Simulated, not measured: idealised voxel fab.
Process module in this document: voxel wiring stack
For reference, the cross-section in this document is cut, with width 180 nm and square cells of 5 nm.
In this document a cross-section is written as a grid of square cells. It is given as a series of bands, listed from the top down, and a band is one or more rows of cells.
Quick guide to a band line: top height, bottom height (nm) up front; then every material left to right with its width in nm. Only one material and it's marked "throughout"? Then it fills the band edge to edge. And "air" just means empty space.
Below 0: as-received wafer, all one material; heights counted from there. Lowest band: no bottom, goes on down, written "0 -> down".
Quick explanation for "30 to 40": the width changes in equal steps down the rows of cells, from the first number in the band's top row to the second number in its bottom row.
The designation "nothing got changed", where it is given for a processing step, indicates that no cell of the cross-section was altered in the course of that step.
"Enclosed empty spaces" - sealed voids, min. 8 cells, no opening to top; format: width x height at distance (distance from left edge; nm throughout).
Past the settings on a step's line: simulator remark, on that step.
For masked steps, "overlay nm" on the step line gives how far right of plan the mask actually lay; a minus sign means it lay to the left.
# The process steps that were planned are listed below
- 1: RECEIVE [material Si]
- 2: CONFORMAL_DEP [material SiO2] [thk nm 10]
- 3: DIRECTIONAL_DEP [material TiN] [thk nm 5]
- 4: DIRECTIONAL_DEP [material Ru] [thk nm 20]
- 5: PATTERN [tone cover] [mask id METAL_1] [material resist] [width nm 30] [pitch nm 45] [thk nm 15] [overlay nm 0]
- 6: DIRECTIONAL_ETCH [etch materials Ru] [depth nm 20]
- 7: DIRECTIONAL_ETCH [etch materials TiN] [depth nm 5]
- 8: STRIP [etch materials resist]
- 9: FILL_DEP [material lowk] [thk nm 5]
- 10: CMP [height nm 35]
- 11: CONFORMAL_DEP [material SiCN] [thk nm 5]
- 12: DIRECTIONAL_DEP [material lowk] [thk nm 15]
- 13: MASKED_ETCH [tone open] [mask id PLUG_1] [width nm 15] [pitch nm 45] [etch materials lowk] [depth nm 15] [overlay nm 0]
- 14: MASKED_ETCH [tone open] [mask id PLUG_1] [width nm 15] [pitch nm 45] [etch materials SiCN] [depth nm 5] [overlay nm 0]
- 15: CONFORMAL_DEP [material TiN] [thk nm 5]
- 16: FILL_DEP [material Cu] [thk nm 5]
- 17: CMP [height nm 55]
- 18: DIRECTIONAL_DEP [material TiN] [thk nm 5]
- 19: DIRECTIONAL_DEP [material W] [thk nm 25]
- 20: DIRECTIONAL_DEP [material aC] [thk nm 15]
- 21: PATTERN [tone cover] [mask id METAL_2] [material resist] [width nm 30] [pitch nm 45] [thk nm 35] [overlay nm 0]
- 22: DIRECTIONAL_ETCH [etch materials aC] [depth nm 15]
- 23: STRIP [etch materials resist]
- 24: DIRECTIONAL_ETCH [etch materials W] [depth nm 25]
- 25: DIRECTIONAL_ETCH [etch materials TiN] [depth nm 5]
- 26: STRIP [etch materials aC]
- 27: CONFORMAL_DEP [material SiN] [thk nm 5]
- 28: FILL_DEP [material lowk] [thk nm 10]
- 29: CMP [height nm 85]
- 30: CONFORMAL_DEP [material SiCN] [thk nm 5]
- 31: DIRECTIONAL_DEP [material lowk] [thk nm 10]
- 32: MASKED_ETCH [tone open] [mask id PLUG_2] [width nm 15] [etch materials lowk] [depth nm 10] [overlay nm 0]
- 33: MASKED_ETCH [tone open] [mask id PLUG_2] [width nm 15] [etch materials SiCN] [depth nm 5] [overlay nm 0]
- 34: EPI [material Ru] [thk nm 10]
- 35: EPI [material Ru] [thk nm 5]
- 36: DIRECTIONAL_DEP [material TiN] [thk nm 5]
- 37: DIRECTIONAL_DEP [material W] [thk nm 25]
- 38: MASKED_ETCH [tone cover] [mask id METAL_3] [width nm 30] [pitch nm 45] [etch materials W] [depth nm 25] [overlay nm 0]
- 39: MASKED_ETCH [tone cover] [mask id METAL_3] [width nm 30] [pitch nm 45] [etch materials TiN] [depth nm 5] [overlay nm 0]
- 40: FILL_DEP [material lowk] [thk nm 5]
- 41: CMP [height nm 130]
- 42: CONFORMAL_DEP [material SiN] [thk nm 5]
# Cross-section of the incoming wafer, state after step 1
> 0 -> down  Si throughout
> Enclosed empty spaces: none
# End state of the module in cross-section, given the above starting point and plan and one mistake in execution
> 135 -> 130  SiN throughout
> 130 -> 120  lowk (50); W (25); lowk (105)
> 120 -> 105  lowk (50); W (30); lowk (15); W (30); lowk (55)
> 105 -> 100  lowk (50); TiN (25); W (5); lowk (15); W (30); lowk (55)
> 100 -> 95  lowk (40); Ru (35); W (5); lowk (15); W (30); lowk (55)
> 95 -> 90  lowk (40); Ru (35); TiN (5); lowk (15); TiN (30); lowk (55)
> 90 -> 85  SiCN (50); Ru (15); SiCN (115)
> 85 -> 60  lowk (45); SiN (5); W (30); SiN (5); lowk (5); SiN (5); W (30); SiN (5); lowk (50)
> 60 -> 55  SiN (50); TiN (30); SiN (15); TiN (30); SiN (55)
> 55 -> 40  lowk (50); TiN (5); Cu (5); TiN (5); lowk (30); TiN (5); Cu (5); TiN (5); lowk (70)
> 40 -> 35  SiCN (50); TiN (15); SiCN (30); TiN (15); SiCN (70)
> 35 -> 15  lowk (50); Ru (30); lowk (15); Ru (30); lowk (55)
> 15 -> 10  lowk (50); TiN (30); lowk (15); TiN (30); lowk (55)
> 10 -> 0  SiO2 throughout
> 0 -> down  Si throughout
> Enclosed empty spaces: none
It is concluded that the wafer was processed incorrectly with respect to the plan, in that the run left out plan step 31 entirely, so it was never executed
